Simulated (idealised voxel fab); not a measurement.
A process module follows: voxel transistor to metal.
The width of the displayed cross-section, cut, is 225 nm; its cells are square, with a size of 5 nm.
In what follows, cross-sections appear as grids of square cells, described through bands that run from the top down, where every band is one or more rows of cells.
In this notation a band is specified by the heights of its top and bottom, in that order and in nm, after which its materials appear from left to right, each paired with its width in nm. The word "all across" attached to a single material means that material fills the band from edge to edge; the word "blank" stands for empty space.
Counting heights begins at 0, where everything beneath is, in the wafer as received, one material. The lowest band has no bottom; it goes on downwards, as "0..down" shows.
The two numbers in a width such as "30->40" mark its ends across the band: the first belongs to the top row of cells, the second to the bottom row, and from each row to the next the width moves by the same amount.
A step reported as "nothing different" is a step in which no cell of the cross-section changed.
Listed in "Closed internal voids": every empty space of 8 or more cells without an open way to the top. Form: width x height at distance, the distance being from the left edge, all in nm.
Note: text after step settings on the step line = simulator remark on that step.
Regarding "overlay nm": on a step with a mask, it is the distance the mask lay to the right of its planned place; a negative value places it to the left.
Process steps (planned)
1. RECEIVE: material Si
2. CONFORMAL_DEP: material SiO2, thk nm 5
3. CONFORMAL_DEP: material SiN, thk nm 15
4. MASKED_ETCH: tone cover, mask id ACTIVE, width nm 85, pitch nm 110, etch materials SiN, depth nm 15, overlay nm 0
5. MASKED_ETCH: tone cover, mask id ACTIVE, width nm 85, pitch nm 110, etch materials SiO2, depth nm 5, overlay nm 0
6. MASKED_ETCH: tone cover, mask id ACTIVE, width nm 85, pitch nm 110, etch materials Si, depth nm 30, overlay nm 0
7. OXIDIZE: depth nm 5
8. FILL_DEP: material SiO2, thk nm 10
9. CMP: height nm 20
10. SELECTIVE_ETCH: etch materials SiO2, depth nm 10
11. STRIP: etch materials SiN
12. SELECTIVE_ETCH: etch materials SiO2, depth nm 5
13. OXIDIZE: depth nm 5
14. DIRECTIONAL_DEP: material polySi, thk nm 25
15. DIRECTIONAL_DEP: material SiCN, thk nm 15
16. DIRECTIONAL_DEP: material aC, thk nm 10
17. PATTERN: tone cover, mask id GATE, material resist, width nm 15, pitch nm 110, thk nm 30, overlay nm 0
18. DIRECTIONAL_ETCH: etch materials aC, depth nm 10
19. STRIP: etch materials resist
20. DIRECTIONAL_ETCH: etch materials SiCN, depth nm 25
21. DIRECTIONAL_ETCH: etch materials polySi, depth nm 35
22. STRIP: etch materials aC
23. CONFORMAL_DEP: material SiN, thk nm 5
24. DIRECTIONAL_ETCH: etch materials SiN, depth nm 5
25. DIRECTIONAL_ETCH: etch materials SiO2, depth nm 5
26. DIRECTIONAL_ETCH: etch materials Si, depth nm 15
27. EPI: material pSi, thk nm 15
28. FILL_DEP: material SiO2, thk nm 10
29. CMP: height nm 40
30. DIRECTIONAL_DEP: material SiO2, thk nm 15
31. MASKED_ETCH: tone open, mask id CONTACT, width nm 15, etch materials SiO2, depth nm 60, overlay nm 0
32. CONFORMAL_DEP: material TiN, thk nm 5
33. FILL_DEP: material W, thk nm 5
34. CMP: height nm 55
35. CONFORMAL_DEP: material SiCN, thk nm 5
36. DIRECTIONAL_DEP: material SiO2, thk nm 15
37. MASKED_ETCH: tone open, mask id METAL_1, width nm 15, etch materials SiO2, depth nm 15, overlay nm 0
38. MASKED_ETCH: tone open, mask id METAL_1, width nm 15, etch materials SiCN, depth nm 5, overlay nm 0
39. CONFORMAL_DEP: material TiN, thk nm 5
40. FILL_DEP: material Ru, thk nm 10
41. CMP: height nm 75
42. CONFORMAL_DEP: material SiN, thk nm 5
So, the first of our two wafers, run just as we planned it
Cross-section of the wafer at receipt, which is the condition after step 1
    0..down: Si all across
    Closed internal voids: none
Wafer after step 2 (cross-section)
    5..0: SiO2 all across
    Note: structure below 0 unchanged.
Wafer after step 3 (cross-section)
    20..5: SiN all across
    Note: structure below 5 unchanged.
Wafer after step 4 (cross-section)
    20..5: blank 15 | SiN 85 | blank 25 | SiN 85 | blank 15
    Note: structure below 5 unchanged.
Wafer after step 5 (cross-section)
    20..5: blank 15 | SiN 85 | blank 25 | SiN 85 | blank 15
    5..0: blank 15 | SiO2 85 | blank 25 | SiO2 85 | blank 15
    Note: structure below 0 unchanged.
Wafer after step 6 (cross-section)
    20..5: blank 15 | SiN 85 | blank 25 | SiN 85 | blank 15
    5..0: blank 15 | SiO2 85 | blank 25 | SiO2 85 | blank 15
    0..-30: blank 15 | Si 85 | blank 25 | Si 85 | blank 15
    Note: structure below -30 unchanged.
Wafer after step 7 (cross-section)
    20..5: blank 15 | SiN 85 | blank 25 | SiN 85 | blank 15
    5..0: blank 15 | SiO2 85 | blank 25 | SiO2 85 | blank 15
    0..-30: blank 15 | SiO2 5 | Si 75 | SiO2 5 | blank 25 | SiO2 5 | Si 75 | SiO2 5 | blank 15
    -30..-35: SiO2 20 | Si 75 | SiO2 35 | Si 75 | SiO2 20
    Note: structure below -35 unchanged.
Wafer after step 8 (cross-section)
    30..20: SiO2 all across
    20..5: SiO2 15 | SiN 85 | SiO2 25 | SiN 85 | SiO2 15
    5..0: SiO2 all across
    0..-35: SiO2 20 | Si 75 | SiO2 35 | Si 75 | SiO2 20
    Note: structure below -35 unchanged.
Wafer after step 9 (cross-section)
    20..5: SiO2 15 | SiN 85 | SiO2 25 | SiN 85 | SiO2 15
    Note: structure below 5 unchanged.
Wafer after step 10 (cross-section)
    20..10: blank 15 | SiN 85 | blank 25 | SiN 85 | blank 15
    Note: structure below 10 unchanged.
Wafer after step 11 (cross-section)
    10..5: SiO2 15 | blank 85 | SiO2 25 | blank 85 | SiO2 15
    Note: structure below 5 unchanged.
Wafer after step 12 (cross-section)
    5..0: SiO2 10 | blank 95 | SiO2 15 | blank 95 | SiO2 10
    Note: structure below 0 unchanged.
Wafer after step 13 (cross-section)
    5..0: SiO2 10 | blank 95 | SiO2 15 | blank 95 | SiO2 10
    0..-5: SiO2 all across
    Note: structure below -5 unchanged.
Wafer after step 14 (cross-section)
    30..25: polySi 10 | blank 95 | polySi 15 | blank 95 | polySi 10
    25..5: polySi all across
    5..0: SiO2 10 | polySi 95 | SiO2 15 | polySi 95 | SiO2 10
    Note: structure below 0 unchanged.
Wafer after step 15 (cross-section)
    45..40: SiCN 10 | blank 95 | SiCN 15 | blank 95 | SiCN 10
    40..30: SiCN all across
    30..25: polySi 10 | SiCN 95 | polySi 15 | SiCN 95 | polySi 10
    Note: structure below 25 unchanged.
Wafer after step 16 (cross-section)
    55..50: aC 10 | blank 95 | aC 15 | blank 95 | aC 10
    50..45: aC all across
    45..40: SiCN 10 | aC 95 | SiCN 15 | aC 95 | SiCN 10
    Note: structure below 40 unchanged.
Wafer after step 17 (cross-section)
    85..55: blank 50 | resist 15 | blank 95 | resist 15 | blank 50
    55..50: aC 10 | blank 40 | resist 15 | blank 40 | aC 15 | blank 40 | resist 15 | blank 40 | aC 10
    Note: structure below 50 unchanged.
Wafer after step 18 (cross-section)
    75..50: blank 50 | resist 15 | blank 95 | resist 15 | blank 50
    50..45: blank 50 | aC 15 | blank 95 | aC 15 | blank 50
    45..40: SiCN 10 | blank 40 | aC 15 | blank 40 | SiCN 15 | blank 40 | aC 15 | blank 40 | SiCN 10
    Note: structure below 40 unchanged.
Wafer after step 19 (cross-section)
    50..45: blank 50 | aC 15 | blank 95 | aC 15 | blank 50
    Note: structure below 45 unchanged.
Wafer after step 20 (cross-section)
    50..40: blank 50 | aC 15 | blank 95 | aC 15 | blank 50
    40..30: blank 50 | SiCN 15 | blank 95 | SiCN 15 | blank 50
    30..25: polySi 10 | blank 40 | SiCN 15 | blank 40 | polySi 15 | blank 40 | SiCN 15 | blank 40 | polySi 10
    Note: structure below 25 unchanged.
Wafer after step 21 (cross-section)
    50..40: blank 50 | aC 15 | blank 95 | aC 15 | blank 50
    40..25: blank 50 | SiCN 15 | blank 95 | SiCN 15 | blank 50
    25..5: blank 50 | polySi 15 | blank 95 | polySi 15 | blank 50
    5..0: SiO2 10 | blank 40 | polySi 15 | blank 40 | SiO2 15 | blank 40 | polySi 15 | blank 40 | SiO2 10
    Note: structure below 0 unchanged.
Wafer after step 22 (cross-section)
    40..25: blank 50 | SiCN 15 | blank 95 | SiCN 15 | blank 50
    Note: structure below 25 unchanged.
Wafer after step 23 (cross-section)
    45..40: blank 45 | SiN 25 | blank 85 | SiN 25 | blank 45
    40..25: blank 45 | SiN 5 | SiCN 15 | SiN 5 | blank 85 | SiN 5 | SiCN 15 | SiN 5 | blank 45
    25..10: blank 45 | SiN 5 | polySi 15 | SiN 5 | blank 85 | SiN 5 | polySi 15 | SiN 5 | blank 45
    10..5: SiN 15 | blank 30 | SiN 5 | polySi 15 | SiN 5 | blank 30 | SiN 25 | blank 30 | SiN 5 | polySi 15 | SiN 5 | blank 30 | SiN 15
    5..0: SiO2 10 | SiN 40 | polySi 15 | SiN 40 | SiO2 15 | SiN 40 | polySi 15 | SiN 40 | SiO2 10
    Note: structure below 0 unchanged.
Wafer after step 24 (cross-section)
    40..25: blank 45 | SiN 5 | SiCN 15 | SiN 5 | blank 85 | SiN 5 | SiCN 15 | SiN 5 | blank 45
    25..5: blank 45 | SiN 5 | polySi 15 | SiN 5 | blank 85 | SiN 5 | polySi 15 | SiN 5 | blank 45
    5..0: SiO2 10 | SiN 5 | blank 30 | SiN 5 | polySi 15 | SiN 5 | blank 30 | SiN 5 | SiO2 15 | SiN 5 | blank 30 | SiN 5 | polySi 15 | SiN 5 | blank 30 | SiN 5 | SiO2 10
    Note: structure below 0 unchanged.
Wafer after step 25 (cross-section)
    40..25: blank 45 | SiN 5 | SiCN 15 | SiN 5 | blank 85 | SiN 5 | SiCN 15 | SiN 5 | blank 45
    25..5: blank 45 | SiN 5 | polySi 15 | SiN 5 | blank 85 | SiN 5 | polySi 15 | SiN 5 | blank 45
    5..0: blank 10 | SiN 5 | blank 30 | SiN 5 | polySi 15 | SiN 5 | blank 30 | SiN 5 | blank 15 | SiN 5 | blank 30 | SiN 5 | polySi 15 | SiN 5 | blank 30 | SiN 5 | blank 10
    0..-5: SiO2 15 | blank 30 | SiO2 25 | blank 30 | SiO2 25 | blank 30 | SiO2 25 | blank 30 | SiO2 15
    Note: structure below -5 unchanged.
Wafer after step 26 (cross-section)
    40..25: blank 45 | SiN 5 | SiCN 15 | SiN 5 | blank 85 | SiN 5 | SiCN 15 | SiN 5 | blank 45
    25..5: blank 45 | SiN 5 | polySi 15 | SiN 5 | blank 85 | SiN 5 | polySi 15 | SiN 5 | blank 45
    5..0: blank 10 | SiN 5 | blank 30 | SiN 5 | polySi 15 | SiN 5 | blank 30 | SiN 5 | blank 15 | SiN 5 | blank 30 | SiN 5 | polySi 15 | SiN 5 | blank 30 | SiN 5 | blank 10
    0..-5: SiO2 15 | blank 30 | SiO2 25 | blank 30 | SiO2 25 | blank 30 | SiO2 25 | blank 30 | SiO2 15
    -5..-20: SiO2 20 | blank 25 | Si 25 | blank 25 | SiO2 35 | blank 25 | Si 25 | blank 25 | SiO2 20
    Note: structure below -20 unchanged.
Wafer after step 27 (cross-section)
    40..25: blank 45 | SiN 5 | SiCN 15 | SiN 5 | blank 85 | SiN 5 | SiCN 15 | SiN 5 | blank 45
    25..10: blank 45 | SiN 5 | polySi 15 | SiN 5 | blank 85 | SiN 5 | polySi 15 | SiN 5 | blank 45
    10..5: blank 30 | pSi 15 | SiN 5 | polySi 15 | SiN 5 | pSi 15 | blank 55 | pSi 15 | SiN 5 | polySi 15 | SiN 5 | pSi 15 | blank 30
    5..0: blank 10 | SiN 5 | blank 15 | pSi 15 | SiN 5 | polySi 15 | SiN 5 | pSi 15 | blank 15 | SiN 5 | blank 15 | SiN 5 | blank 15 | pSi 15 | SiN 5 | polySi 15 | SiN 5 | pSi 15 | blank 15 | SiN 5 | blank 10
    0..-5: SiO2 15 | blank 15 | pSi 15 | SiO2 25 | pSi 15 | blank 15 | SiO2 25 | blank 15 | pSi 15 | SiO2 25 | pSi 15 | blank 15 | SiO2 15
    -5..-20: SiO2 20 | pSi 25 | Si 25 | pSi 25 | SiO2 35 | pSi 25 | Si 25 | pSi 25 | SiO2 20
    Note: structure below -20 unchanged.
Wafer after step 28 (cross-section)
    50..40: SiO2 all across
    40..25: SiO2 45 | SiN 5 | SiCN 15 | SiN 5 | SiO2 85 | SiN 5 | SiCN 15 | SiN 5 | SiO2 45
    25..10: SiO2 45 | SiN 5 | polySi 15 | SiN 5 | SiO2 85 | SiN 5 | polySi 15 | SiN 5 | SiO2 45
    10..5: SiO2 30 | pSi 15 | SiN 5 | polySi 15 | SiN 5 | pSi 15 | SiO2 55 | pSi 15 | SiN 5 | polySi 15 | SiN 5 | pSi 15 | SiO2 30
    5..0: SiO2 10 | SiN 5 | SiO2 15 | pSi 15 | SiN 5 | polySi 15 | SiN 5 | pSi 15 | SiO2 15 | SiN 5 | SiO2 15 | SiN 5 | SiO2 15 | pSi 15 | SiN 5 | polySi 15 | SiN 5 | pSi 15 | SiO2 15 | SiN 5 | SiO2 10
    0..-5: SiO2 30 | pSi 15 | SiO2 25 | pSi 15 | SiO2 55 | pSi 15 | SiO2 25 | pSi 15 | SiO2 30
    Note: structure below -5 unchanged.
Wafer after step 29 (cross-section)
    40..25: SiO2 45 | SiN 5 | SiCN 15 | SiN 5 | SiO2 85 | SiN 5 | SiCN 15 | SiN 5 | SiO2 45
    Note: structure below 25 unchanged.
Wafer after step 30 (cross-section)
    55..40: SiO2 all across
    Note: structure below 40 unchanged.
Wafer after step 31 (cross-section)
    55..40: SiO2 20 | blank 15 | SiO2 45 | blank 15 | SiO2 35 | blank 15 | SiO2 45 | blank 15 | SiO2 20
    40..25: SiO2 20 | blank 15 | SiO2 10 | SiN 5 | SiCN 15 | SiN 5 | SiO2 10 | blank 15 | SiO2 35 | blank 15 | SiO2 10 | SiN 5 | SiCN 15 | SiN 5 | SiO2 10 | blank 15 | SiO2 20
    25..10: SiO2 20 | blank 15 | SiO2 10 | SiN 5 | polySi 15 | SiN 5 | SiO2 10 | blank 15 | SiO2 35 | blank 15 | SiO2 10 | SiN 5 | polySi 15 | SiN 5 | SiO2 10 | blank 15 | SiO2 20
    10..5: SiO2 20 | blank 10 | pSi 15 | SiN 5 | polySi 15 | SiN 5 | pSi 15 | blank 10 | SiO2 35 | blank 10 | pSi 15 | SiN 5 | polySi 15 | SiN 5 | pSi 15 | blank 10 | SiO2 20
    5..0: SiO2 10 | SiN 5 | SiO2 5 | blank 10 | pSi 15 | SiN 5 | polySi 15 | SiN 5 | pSi 15 | blank 10 | SiO2 5 | SiN 5 | SiO2 15 | SiN 5 | SiO2 5 | blank 10 | pSi 15 | SiN 5 | polySi 15 | SiN 5 | pSi 15 | blank 10 | SiO2 5 | SiN 5 | SiO2 10
    0..-5: SiO2 20 | blank 10 | pSi 15 | SiO2 25 | pSi 15 | blank 10 | SiO2 35 | blank 10 | pSi 15 | SiO2 25 | pSi 15 | blank 10 | SiO2 20
    Note: structure below -5 unchanged.
Wafer after step 32 (cross-section)
    60..55: TiN 25 | blank 5 | TiN 55 | blank 5 | TiN 45 | blank 5 | TiN 55 | blank 5 | TiN 25
    55..40: SiO2 20 | TiN 5 | blank 5 | TiN 5 | SiO2 45 | TiN 5 | blank 5 | TiN 5 | SiO2 35 | TiN 5 | blank 5 | TiN 5 | SiO2 45 | TiN 5 | blank 5 | TiN 5 | SiO2 20
    40..25: SiO2 20 | TiN 5 | blank 5 | TiN 5 | SiO2 10 | SiN 5 | SiCN 15 | SiN 5 | SiO2 10 | TiN 5 | blank 5 | TiN 5 | SiO2 35 | TiN 5 | blank 5 | TiN 5 | SiO2 10 | SiN 5 | SiCN 15 | SiN 5 | SiO2 10 | TiN 5 | blank 5 | TiN 5 | SiO2 20
    25..15: SiO2 20 | TiN 5 | blank 5 | TiN 5 | SiO2 10 | SiN 5 | polySi 15 | SiN 5 | SiO2 10 | TiN 5 | blank 5 | TiN 5 | SiO2 35 | TiN 5 | blank 5 | TiN 5 | SiO2 10 | SiN 5 | polySi 15 | SiN 5 | SiO2 10 | TiN 5 | blank 5 | TiN 5 | SiO2 20
    15..10: SiO2 20 | TiN 15 | SiO2 10 | SiN 5 | polySi 15 | SiN 5 | SiO2 10 | TiN 15 | SiO2 35 | TiN 15 | SiO2 10 | SiN 5 | polySi 15 | SiN 5 | SiO2 10 | TiN 15 | SiO2 20
    10..5: SiO2 20 | TiN 10 | pSi 15 | SiN 5 | polySi 15 | SiN 5 | pSi 15 | TiN 10 | SiO2 35 | TiN 10 | pSi 15 | SiN 5 | polySi 15 | SiN 5 | pSi 15 | TiN 10 | SiO2 20
    5..0: SiO2 10 | SiN 5 | SiO2 5 | TiN 10 | pSi 15 | SiN 5 | polySi 15 | SiN 5 | pSi 15 | TiN 10 | SiO2 5 | SiN 5 | SiO2 15 | SiN 5 | SiO2 5 | TiN 10 | pSi 15 | SiN 5 | polySi 15 | SiN 5 | pSi 15 | TiN 10 | SiO2 5 | SiN 5 | SiO2 10
    0..-5: SiO2 20 | TiN 10 | pSi 15 | SiO2 25 | pSi 15 | TiN 10 | SiO2 35 | TiN 10 | pSi 15 | SiO2 25 | pSi 15 | TiN 10 | SiO2 20
    Note: structure below -5 unchanged.
Wafer after step 33 (cross-section)
    65..60: W all across
    60..55: TiN 25 | W 5 | TiN 55 | W 5 | TiN 45 | W 5 | TiN 55 | W 5 | TiN 25
    55..40: SiO2 20 | TiN 5 | W 5 | TiN 5 | SiO2 45 | TiN 5 | W 5 | TiN 5 | SiO2 35 | TiN 5 | W 5 | TiN 5 | SiO2 45 | TiN 5 | W 5 | TiN 5 | SiO2 20
    40..25: SiO2 20 | TiN 5 | W 5 | TiN 5 | SiO2 10 | SiN 5 | SiCN 15 | SiN 5 | SiO2 10 | TiN 5 | W 5 | TiN 5 | SiO2 35 | TiN 5 | W 5 | TiN 5 | SiO2 10 | SiN 5 | SiCN 15 | SiN 5 | SiO2 10 | TiN 5 | W 5 | TiN 5 | SiO2 20
    25..15: SiO2 20 | TiN 5 | W 5 | TiN 5 | SiO2 10 | SiN 5 | polySi 15 | SiN 5 | SiO2 10 | TiN 5 | W 5 | TiN 5 | SiO2 35 | TiN 5 | W 5 | TiN 5 | SiO2 10 | SiN 5 | polySi 15 | SiN 5 | SiO2 10 | TiN 5 | W 5 | TiN 5 | SiO2 20
    Note: structure below 15 unchanged.
Wafer after step 34 (cross-section)
    55..40: SiO2 20 | TiN 5 | W 5 | TiN 5 | SiO2 45 | TiN 5 | W 5 | TiN 5 | SiO2 35 | TiN 5 | W 5 | TiN 5 | SiO2 45 | TiN 5 | W 5 | TiN 5 | SiO2 20
    Note: structure below 40 unchanged.
Wafer after step 35 (cross-section)
    60..55: SiCN all across
    Note: structure below 55 unchanged.
Wafer after step 36 (cross-section)
    75..60: SiO2 all across
    Note: structure below 60 unchanged.
Wafer after step 37 (cross-section)
    75..60: SiO2 20 | blank 15 | SiO2 45 | blank 15 | SiO2 35 | blank 15 | SiO2 45 | blank 15 | SiO2 20
    Note: structure below 60 unchanged.
Wafer after step 38 (cross-section)
    75..60: SiO2 20 | blank 15 | SiO2 45 | blank 15 | SiO2 35 | blank 15 | SiO2 45 | blank 15 | SiO2 20
    60..55: SiCN 20 | blank 15 | SiCN 45 | blank 15 | SiCN 35 | blank 15 | SiCN 45 | blank 15 | SiCN 20
    Note: structure below 55 unchanged.
Wafer after step 39 (cross-section)
    80..75: TiN 25 | blank 5 | TiN 55 | blank 5 | TiN 45 | blank 5 | TiN 55 | blank 5 | TiN 25
    75..60: SiO2 20 | TiN 5 | blank 5 | TiN 5 | SiO2 45 | TiN 5 | blank 5 | TiN 5 | SiO2 35 | TiN 5 | blank 5 | TiN 5 | SiO2 45 | TiN 5 | blank 5 | TiN 5 | SiO2 20
    60..55: SiCN 20 | TiN 15 | SiCN 45 | TiN 15 | SiCN 35 | TiN 15 | SiCN 45 | TiN 15 | SiCN 20
    Note: structure below 55 unchanged.
Wafer after step 40 (cross-section)
    90..80: Ru all across
    80..75: TiN 25 | Ru 5 | TiN 55 | Ru 5 | TiN 45 | Ru 5 | TiN 55 | Ru 5 | TiN 25
    75..60: SiO2 20 | TiN 5 | Ru 5 | TiN 5 | SiO2 45 | TiN 5 | Ru 5 | TiN 5 | SiO2 35 | TiN 5 | Ru 5 | TiN 5 | SiO2 45 | TiN 5 | Ru 5 | TiN 5 | SiO2 20
    Note: structure below 60 unchanged.
Wafer after step 41 (cross-section)
    75..60: SiO2 20 | TiN 5 | Ru 5 | TiN 5 | SiO2 45 | TiN 5 | Ru 5 | TiN 5 | SiO2 35 | TiN 5 | Ru 5 | TiN 5 | SiO2 45 | TiN 5 | Ru 5 | TiN 5 | SiO2 20
    Note: structure below 60 unchanged.
Wafer after step 42 (cross-section)
    80..75: SiN all across
    Note: structure below 75 unchanged.
Second wafer - shared start and plan with the first - one error in running - same as the first up to step 35 inclusive
X-section, second wafer, when step 36 was due to finish: nothing different
X-section, second wafer, when step 37 was due to finish: nothing different
X-section, second wafer, when step 38 was due to finish
    60..55: SiCN 20 | blank 15 | SiCN 45 | blank 15 | SiCN 35 | blank 15 | SiCN 45 | blank 15 | SiCN 20
    Note: structure below 55 unchanged.
X-section, second wafer, when step 39 was due to finish
    65..60: TiN 25 | blank 5 | TiN 55 | blank 5 | TiN 45 | blank 5 | TiN 55 | blank 5 | TiN 25
    60..55: SiCN 20 | TiN 15 | SiCN 45 | TiN 15 | SiCN 35 | TiN 15 | SiCN 45 | TiN 15 | SiCN 20
    Note: structure below 55 unchanged.
X-section, second wafer, when step 40 was due to finish
    75..65: Ru all across
    65..60: TiN 25 | Ru 5 | TiN 55 | Ru 5 | TiN 45 | Ru 5 | TiN 55 | Ru 5 | TiN 25
    Note: structure below 60 unchanged.
X-section, second wafer, when step 41 was due to finish: nothing different
X-section, second wafer, when step 42 was due to finish
    80..75: SiN all across
    Note: structure below 75 unchanged.
what went wrong: no execution of plan step 36; skipped
Per the end-of-run cell counts, the second wafer holds more or fewer of some materials than the first: +82 Ru; -99 SiO2; +17 TiN
